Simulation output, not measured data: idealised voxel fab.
Process module heading - voxel double patterning
Section shown: cut. Width: 260 nm. Cell size: 5 nm, square.
Cross-section = grid of square cells, listed top down in bands; band = one or more rows. First you get the band's top height and its bottom height, in nm, and then the materials it's made of, left to right, with each width in nm. If you see a single material with "everywhere", that one covers the band edge to edge. "air" is empty space. Ref level 0: as-received wafer is one material below here. Bottom band extends down with no lower bound ("z 0 and below"). Width "30 to 40": first value at the band's top row of cells, second value at its bottom row, equal change from row to row. Take "everything unchanged" at face value: in the step it is given for, the cross-section changed in none of its cells. This entry, "Closed void roster", enumerates those empty regions of no fewer than 8 cells that possess no open connection to the top. Each region is reported in the form width x height at distance, the distance being taken from the left edge, with all three quantities expressed in nm. Formally, on a step line, whatever follows the settings is a remark that the simulator itself makes on the step. You can add "overlay nm" to a step's line. For a step with a mask, it describes how far the mask lay to the right of its planned position, and a negative number describes a lay to the left.

Planned process steps:
1,RECEIVE [material Si]
2,CONFORMAL_DEP [material SiN] [thk nm 5]
3,DIRECTIONAL_DEP [material SiO2] [thk nm 15]
4,DIRECTIONAL_DEP [material SiCN] [thk nm 10]
5,MASKED_ETCH [tone open] [mask id FIRST] [width nm 15] [pitch nm 50] [etch materials SiCN] [depth nm 10] [overlay nm 0]
6,DIRECTIONAL_DEP [material aC] [thk nm 15]
7,PATTERN [tone open] [mask id SECOND] [material resist] [width nm 15] [pitch nm 50] [thk nm 35] [overlay nm 0]
8,DIRECTIONAL_ETCH [etch materials aC] [depth nm 15]
9,STRIP [etch materials resist]
10,DIRECTIONAL_ETCH [etch materials SiCN] [depth nm 10]
11,STRIP [etch materials aC]
12,DIRECTIONAL_ETCH [etch materials SiO2] [depth nm 15]
13,STRIP [etch materials SiCN]

Cross-section of the incoming wafer, state after step 1:
* z 0 and below | Si everywhere
* Closed void roster: none

Here's the cross-section of the first of our two wafers at the end of the module - it ran as planned:
* z 20 to 5 | SiO2 70 nm; air 15 nm; SiO2 10 nm; air 15 nm; SiO2 10 nm; air 15 nm; SiO2 10 nm; air 15 nm; SiO2 10 nm; air 15 nm; SiO2 75 nm
* z 5 to 0 | SiN everywhere
* z 0 and below | Si everywhere
* Closed void roster: none

Wafer two cross-section, module end. Start and plan unchanged from wafer one; one mistake made during the run:
* z 20 to 5 | SiO2 70 nm; air 20 nm; SiO2 5 nm; air 15 nm; SiO2 10 nm; air 20 nm; SiO2 5 nm; air 15 nm; SiO2 10 nm; air 20 nm; SiO2 70 nm
* z 5 to 0 | SiN everywhere
* z 0 and below | Si everywhere
* Closed void roster: none
Processing error: step 5 ran as: MASKED_ETCH [tone open] [mask id FIRST] [width nm 20] [pitch nm 50] [etch materials SiCN] [depth nm 10] [overlay nm 0]
It is noted that, at the conclusion of processing, the second wafer exhibits a higher or lower cell count for certain materials relative to the first: SiO2 -9
